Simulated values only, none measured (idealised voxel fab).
Process module name: voxel self aligned contacts
Each square cell in cross-section cut measures 5 nm, and the section as a whole is 270 nm wide.
Cross-section layout: square cells on a grid; listed as bands, top to bottom; a band spans one or more cell rows.
Basically the band line says how high the top is and how high the bottom is, in nm, and then what's in it from left to right, every material with its width in nm. Empty space shows up as "empty", and if a single material carries "edge to edge" it runs the full band edge to edge.
Convention: height 0 is the level below which the wafer, as received, is all one material. The lowest band does not terminate at the bottom but continues downward, represented as "z 0 and below".
A two-number width, for instance "30 to 40", indicates that the width is equal to the first number in the top row of the band and to the second number in the bottom row, and that it changes by a constant amount per row of cells.
"remained the same" -> step changed no cross-section cell.
"Closed-off voids": sealed empty spaces, 8 cells or more, no open way to top, listed width x height at distance, with distance from the left edge and width, height and distance in nm.
Where a step's line continues beyond its settings, the continuation is a remark by the simulator itself on that step.
overlay nm: how far to the right of its planned place the mask lay on this masked step (negative: to the left).
Set out below are the planned steps of the process:
| 1 | RECEIVE with material Si |
| 2 | OXIDIZE with depth nm 5 |
| 3 | DIRECTIONAL_DEP with material polySi, thk nm 30 |
| 4 | DIRECTIONAL_DEP with material SiN, thk nm 15 |
| 5 | MASKED_ETCH with tone cover, mask id GATE, width nm 25, pitch nm 55, etch materials SiN, depth nm 15, overlay nm 0 |
| 6 | MASKED_ETCH with tone cover, mask id GATE, width nm 15, pitch nm 55, etch materials polySi, depth nm 30, overlay nm 0 |
| 7 | CONFORMAL_DEP with material SiN, thk nm 5 |
| 8 | DIRECTIONAL_ETCH with etch materials SiN, depth nm 5 |
| 9 | FILL_DEP with material SiO2, thk nm 10 |
| 10 | CMP with height nm 50 |
| 11 | MASKED_ETCH with tone open, mask id CONTACT, width nm 40, pitch nm 55, etch materials SiO2, depth nm 55, overlay nm 0 |
| 12 | CONFORMAL_DEP with material TiN, thk nm 5 |
| 13 | FILL_DEP with material Ru, thk nm 10 |
| 14 | CMP with height nm 50 |
| 15 | CONFORMAL_DEP with material SiCN, thk nm 5 |
Heads up: all these wafers start the same, and what changes between them is the width nm in step 6. The value you see in the plan is just what the first wafer got.
Sectional view: first of several wafers, as received, after step 1:
* z 0 and below: Si edge to edge
* Closed-off voids: none
Note: the following table is arranged by wafer, a row apiece. Each row reports the end-of-module state: per material, cells gained (+) or cells lost (-) compared with the wafer as received; closed voids follow:
width nm 15; +40 Ru; -54 Si; +54 SiCN; +99 SiN; +309 SiO2; +56 TiN; +90 polySi; Closed-off voids: none
width nm 20; +40 Ru; -54 Si; +54 SiCN; +99 SiN; +309 SiO2; +56 TiN; +90 polySi; Closed-off voids: none
width nm 25; +40 Ru; -54 Si; +54 SiCN; +99 SiN; +309 SiO2; +56 TiN; +90 polySi; Closed-off voids: none
width nm 30; +26 Ru; -54 Si; +54 SiCN; +99 SiN; +305 SiO2; +56 TiN; +108 polySi; Closed-off voids: none
width nm 35; +12 Ru; -54 Si; +54 SiCN; +99 SiN; +301 SiO2; +56 TiN; +126 polySi; Closed-off voids: none
width nm 40; +12 Ru; -54 Si; +54 SiCN; +99 SiN; +297 SiO2; +42 TiN; +144 polySi; Closed-off voids: none
